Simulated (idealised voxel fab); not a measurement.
The following is a process module called voxel capacitor over wiring.
This is section cut - it's 280 nm across, gridded in 5 nm square cells.
In this document a cross-section is written as a grid of square cells. It is given as a series of bands, listed from the top down, and a band is one or more rows of cells.
Band: top height; bottom height; in nm. Then, left to right: material with width in nm, for each material. "all across": a single material spanning edge to edge. "air": empty space.
The level at which height equals 0 is the one under which the wafer, as it arrives, is entirely one material. No lower edge exists for the bottom band, which continues downward and is notated as in "0 -> down".
Width spec "30 to 40" -> top row of cells at first value, bottom row at second value, equal per-row change in between.
A step reported as "no alterations made" is a step in which no cell of the cross-section changed.
"Sealed void list" contains a list of empty spaces, each no smaller than 8 cells and without an open way to the top, written in the form width x height at distance with the distance from the left edge and all three in nm.
On a step's line, text after the settings is the simulator commenting on that step.
If you see "overlay nm" on a step's line and that step has a mask, it's telling you how far right of where it was planned the mask ended up; a negative number means it went left instead.
## This section lists the process steps that were planned
| 1 | RECEIVE with material Si |
| 2 | CONFORMAL_DEP with material SiO2, thk nm 15 |
| 3 | DIRECTIONAL_DEP with material TiN, thk nm 5 |
| 4 | DIRECTIONAL_DEP with material W, thk nm 20 |
| 5 | DIRECTIONAL_DEP with material aC, thk nm 10 |
| 6 | PATTERN with tone cover, mask id METAL_1, material resist, width nm 30, pitch nm 100, thk nm 30, overlay nm 0 |
| 7 | DIRECTIONAL_ETCH with etch materials aC, depth nm 10 |
| 8 | STRIP with etch materials resist |
| 9 | DIRECTIONAL_ETCH with etch materials W, depth nm 20 |
| 10 | DIRECTIONAL_ETCH with etch materials TiN, depth nm 5 |
| 11 | STRIP with etch materials aC |
| 12 | FILL_DEP with material SiO2, thk nm 5 |
| 13 | CMP with height nm 40 |
| 14 | CONFORMAL_DEP with material SiCN, thk nm 5 |
| 15 | DIRECTIONAL_DEP with material SiO2, thk nm 20 |
| 16 | PATTERN with tone open, mask id PLUG_1, material resist, width nm 15, thk nm 15, overlay nm 0 |
| 17 | DIRECTIONAL_ETCH with etch materials SiO2, depth nm 20 |
| 18 | DIRECTIONAL_ETCH with etch materials SiCN, depth nm 5 |
| 19 | STRIP with etch materials resist |
| 20 | CONFORMAL_DEP with material TiN, thk nm 5 |
| 21 | FILL_DEP with material Cu, thk nm 5 |
| 22 | CMP with height nm 65 |
| 23 | DIRECTIONAL_DEP with material TiN, thk nm 10 |
| 24 | DIRECTIONAL_DEP with material HfO2, thk nm 5 |
| 25 | DIRECTIONAL_DEP with material TiN, thk nm 5 |
| 26 | DIRECTIONAL_DEP with material aC, thk nm 15 |
| 27 | PATTERN with tone cover, mask id UPPER_PLATE, material resist, width nm 75, thk nm 30, overlay nm 0 |
| 28 | DIRECTIONAL_ETCH with etch materials aC, depth nm 15 |
| 29 | STRIP with etch materials resist |
| 30 | DIRECTIONAL_ETCH with etch materials TiN, depth nm 5 |
| 31 | DIRECTIONAL_ETCH with etch materials HfO2, depth nm 5 |
| 32 | STRIP with etch materials aC |
| 33 | MASKED_ETCH with tone cover, mask id LOWER_PLATE, width nm 85, etch materials TiN, depth nm 10, overlay nm -15 |
| 34 | FILL_DEP with material SiO2, thk nm 20 |
| 35 | CMP with height nm 100 |
| 36 | DIRECTIONAL_DEP with material aC, thk nm 15 |
| 37 | PATTERN with tone open, mask id PLUG_2, material resist, width nm 15, thk nm 35, overlay nm 0 |
| 38 | DIRECTIONAL_ETCH with etch materials aC, depth nm 15 |
| 39 | STRIP with etch materials resist |
| 40 | DIRECTIONAL_ETCH with etch materials SiO2, depth nm 15 |
| 41 | STRIP with etch materials aC |
| 42 | CONFORMAL_DEP with material TiN, thk nm 5 |
| 43 | FILL_DEP with material Ru, thk nm 10 |
| 44 | CMP with height nm 100 |
| 45 | CONFORMAL_DEP with material SiCN, thk nm 5 |
All wafers enter the flow in the same state. The overlay nm at step 33 differs from wafer to wafer, and the plan gives the value for the first wafer.
## The first of several wafers in cross-section, exactly as it reached us after step 1
> 0 -> down = Si all across
> Sealed void list: none
## Gained (+) or lost (-) cells of each material since receipt, then closed voids: one row per wafer, at the end of the module
overlay nm -15 | +4 Cu | +15 HfO2 | +2 Ru | +109 SiCN | +917 SiO2 | +81 TiN | +48 W | Sealed void list: none
overlay nm -10 | +4 Cu | +15 HfO2 | +2 Ru | +109 SiCN | +918 SiO2 | +80 TiN | +48 W | Sealed void list: none
overlay nm -5 | +4 Cu | +15 HfO2 | +2 Ru | +109 SiCN | +919 SiO2 | +79 TiN | +48 W | Sealed void list: none
overlay nm 0 | +4 Cu | +15 HfO2 | +2 Ru | +109 SiCN | +919 SiO2 | +79 TiN | +48 W | Sealed void list: none
overlay nm 5 | +4 Cu | +15 HfO2 | +2 Ru | +109 SiCN | +919 SiO2 | +79 TiN | +48 W | Sealed void list: none
overlay nm 10 | +4 Cu | +15 HfO2 | +2 Ru | +109 SiCN | +918 SiO2 | +80 TiN | +48 W | Sealed void list: none
overlay nm 15 | +4 Cu | +15 HfO2 | +2 Ru | +109 SiCN | +917 SiO2 | +81 TiN | +48 W | Sealed void list: none
